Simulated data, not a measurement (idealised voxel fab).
Name of the process module below: voxel air gaps
For reference, the cross-section in this document is cut, with width 285 nm and square cells of 5 nm.
Think of the cross-section as a grid of square cells. We describe it in bands, top to bottom, and each band covers one or more rows of those cells. What a band's entry tells you: where the top is and where the bottom is, as heights in nm, and after that what lies inside, material by material from left to right, each with its width in nm. Empty space is written as the word "blank", and a single material marked with the word "full width" occupies the band from edge to edge. Convention: height 0 is the level below which the wafer, as received, is all one material. The lowest band does not terminate at the bottom but continues downward, represented as "0 and below". A width given as "30->40" starts at the first number in the band's top row and ends at the second number in its bottom row, shifting by an equal amount at every step from row to row. Basically "left unchanged" means that step didn't change any cell in the cross-section. Basically, "Cavities, sealed" tells you about the enclosed voids: empty spaces with no open way to the top, 8 cells or bigger, each written width x height at distance, where distance is from the left edge, all in nm. Step line, after settings: the simulator's comment on this step. Among the settings permitted on a step's line is "overlay nm"; applied to a step with a mask, it specifies the extent to which the mask lay to the right of its planned position, whereas a negative figure signifies a position to the left.

Steps in the process plan:
- 1: RECEIVE, material Si
- 2: CONFORMAL_DEP, material SiO2, thk nm 10
- 3: CONFORMAL_DEP, material SiN, thk nm 5
- 4: DIRECTIONAL_DEP, material SiO2, thk nm 30
- 5: DIRECTIONAL_DEP, material aC, thk nm 15
- 6: PATTERN, tone open, mask id LINES, material resist, width nm 25, pitch nm 50, thk nm 30, overlay nm 0
- 7: DIRECTIONAL_ETCH, etch materials aC, depth nm 15
- 8: STRIP, etch materials resist
- 9: DIRECTIONAL_ETCH, etch materials SiO2, depth nm 30
- 10: STRIP, etch materials aC
- 11: CONFORMAL_DEP, material TiN, thk nm 5
- 12: FILL_DEP, material Cu, thk nm 5
- 13: CMP, height nm 45
- 14: EPI, material Ru, thk nm 10
- 15: SELECTIVE_ETCH, etch materials SiO2, depth nm 40
- 16: CONFORMAL_DEP, material SiN, thk nm 5

Cross-section of the wafer upon arrival, representing the state reached after step 1:
	0 and below: Si full width
	Cavities, sealed: none

First wafer of two, sectioned at end of module; run went per plan:
	60 down to 55: 40 blank | 205 SiN | 40 blank
	55 down to 45: 40 blank | 5 SiN | 45 Ru | 5 SiN | 45 Ru | 5 SiN | 45 Ru | 5 SiN | 45 Ru | 5 SiN | 40 blank
	45 down to 40: 40 blank | 15 SiN | 5 TiN | 15 Cu | 5 TiN | 25 SiN | 5 TiN | 15 Cu | 5 TiN | 25 SiN | 5 TiN | 15 Cu | 5 TiN | 25 SiN | 5 TiN | 15 Cu | 5 TiN | 15 SiN | 40 blank
	40 down to 20: 50 blank | 5 SiN | 5 TiN | 15 Cu | 5 TiN | 5 SiN | 15 blank | 5 SiN | 5 TiN | 15 Cu | 5 TiN | 5 SiN | 15 blank | 5 SiN | 5 TiN | 15 Cu | 5 TiN | 5 SiN | 15 blank | 5 SiN | 5 TiN | 15 Cu | 5 TiN | 5 SiN | 50 blank
	20 down to 15: 55 SiN | 25 TiN | 25 SiN | 25 TiN | 25 SiN | 25 TiN | 25 SiN | 25 TiN | 55 SiN
	15 down to 10: SiN full width
	10 down to 0: SiO2 full width
	0 and below: Si full width
	Cavities, sealed: 15 x 20 at 85; 15 x 20 at 135; 15 x 20 at 185

Cross-section of the latter of the two wafers at module completion. It had an identical start and an identical plan to the former; in running it, one mistake was made:
	60 down to 55: SiN full width
	55 down to 45: 65 Ru | 5 SiN | 45 Ru | 5 SiN | 45 Ru | 5 SiN | 45 Ru | 5 SiN | 65 Ru
	45 down to 40: 50 Cu | 5 TiN | 25 SiN | 5 TiN | 15 Cu | 5 TiN | 25 SiN | 5 TiN | 15 Cu | 5 TiN | 25 SiN | 5 TiN | 15 Cu | 5 TiN | 25 SiN | 5 TiN | 50 Cu
	40 down to 20: 50 Cu | 5 TiN | 5 SiN | 15 blank | 5 SiN | 5 TiN | 15 Cu | 5 TiN | 5 SiN | 15 blank | 5 SiN | 5 TiN | 15 Cu | 5 TiN | 5 SiN | 15 blank | 5 SiN | 5 TiN | 15 Cu | 5 TiN | 5 SiN | 15 blank | 5 SiN | 5 TiN | 50 Cu
	20 down to 15: 55 TiN | 25 SiN | 25 TiN | 25 SiN | 25 TiN | 25 SiN | 25 TiN | 25 SiN | 55 TiN
	15 down to 10: SiN full width
	10 down to 0: SiO2 full width
	0 and below: Si full width
	Cavities, sealed: 15 x 20 at 60; 15 x 20 at 110; 15 x 20 at 160; 15 x 20 at 210
Misprocessing identified: step 6 ran differently from the plan; actual operation with settings: PATTERN, tone cover, mask id LINES, material resist, width nm 25, pitch nm 50, thk nm 30, overlay nm 0
Materials where the second wafer ends with more or fewer cells than the first: Cu: 85 more, Ru: 34 more, SiN: 4 fewer, TiN: 17 more
On completion, 4 closed voids are found in the second wafer, whereas the first wafer has 3.
